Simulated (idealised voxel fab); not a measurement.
Process module, titled voxel gate over fins
Xsec cut, 205 nm wide, square cell size 5 nm.
Bands, listed from the top down, are how a cross-section gets written in this document; the cross-section itself is a grid of square cells, and a band is one or more rows of them.
Heights first: top, then bottom, in nm. Then materials, left to right, each with a width in nm. "all across" on a single material: fills the band edge to edge. "empty": empty space.
Heads up on the height convention: 0 is the point under which the incoming wafer is all one material, and the lowest band has no bottom, it just keeps going down, like "0 down".
The expression "30..40" gives the width at the extremes of the band, the first number at its top row of cells and the second at its bottom row, with the width changing by equal amounts from each row to the next in between.
Any step labelled "nothing was modified" changed none of the cells in the cross-section.
For the entry "Closed void register", the listed items are empty spaces with no open way to the top whose size is 8 cells or more; each item follows the pattern width x height at distance, where distance is from the left edge and all three are in nm.
Whatever follows a step's settings on its line is a remark the simulator itself makes about that step.
overlay nm, on a step with a mask: how far to the right of its planned place the mask lay; to the left if negative

The following list gives the planned process steps:
| 1 | RECEIVE (material Si) |
| 2 | CONFORMAL_DEP (material SiN; thk nm 5) |
| 3 | MASKED_ETCH (tone cover; mask id FINS; width nm 15; pitch nm 40; etch materials SiN; depth nm 5; overlay nm 0) |
| 4 | MASKED_ETCH (tone cover; mask id FINS; width nm 15; pitch nm 40; etch materials Si; depth nm 40; overlay nm 0) |
| 5 | OXIDIZE (depth nm 5) |
| 6 | FILL_DEP (material SiO2; thk nm 5) |
| 7 | CMP (height nm 5) |
| 8 | SELECTIVE_ETCH (etch materials SiO2; depth nm 15) |
| 9 | STRIP (etch materials SiN) |
| 10 | CONFORMAL_DEP (material HfO2; thk nm 5) |
| 11 | CONFORMAL_DEP (material TiN; thk nm 5) |
| 12 | FILL_DEP (material W; thk nm 15) |
| 13 | CMP (height nm 20) |
| 14 | CONFORMAL_DEP (material SiCN; thk nm 10) |

So this is the incoming wafer in cross-section - it's already been through step 1:
    0 down  Si all across
    Closed void register: none

Sectioned view, first of two wafers, at the close of the module, processed as intended in the plan:
    30 to 20  SiCN all across
    20 to 10  W all across
    10 to 5  W=70, TiN=25, W=15, TiN=25, W=70
    5 to 0  W=70, TiN=5, HfO2=15, TiN=5, W=15, TiN=5, HfO2=15, TiN=5, W=70
    0 to -5  TiN=75, HfO2=5, Si=5, HfO2=5, TiN=25, HfO2=5, Si=5, HfO2=5, TiN=75
    -5 to -10  HfO2=80, Si=5, HfO2=35, Si=5, HfO2=80
    -10 to -45  SiO2=80, Si=5, SiO2=35, Si=5, SiO2=80
    -45 down  Si all across
    Closed void register: none

Cross-sectional view of the second of two wafers upon completion of the module. This wafer shared its starting condition and process plan with the first; one error was made during its execution:
    30 to 20  SiCN all across
    20 to 10  W all across
    10 to 5  TiN=80, W=5, TiN=35, W=5, TiN=80
    5 to 0  HfO2=75, TiN=15, HfO2=25, TiN=15, HfO2=75
    0 to -5  Si=70, HfO2=25, Si=15, HfO2=25, Si=70
    -5 down  Si all across
    Closed void register: none
Heads up, the wafer didn't run the way we planned it: step 3 did not use the planned setting and instead ran as MASKED_ETCH (tone open; mask id FINS; width nm 15; pitch nm 40; etch materials SiN; depth nm 5; overlay nm 0)
FYI, end of process, the second wafer has more or fewer cells of some materials than the first: HfO2: 4 fewer, Si: 341 more, SiO2: 273 fewer, TiN: 4 fewer, W: 60 fewer
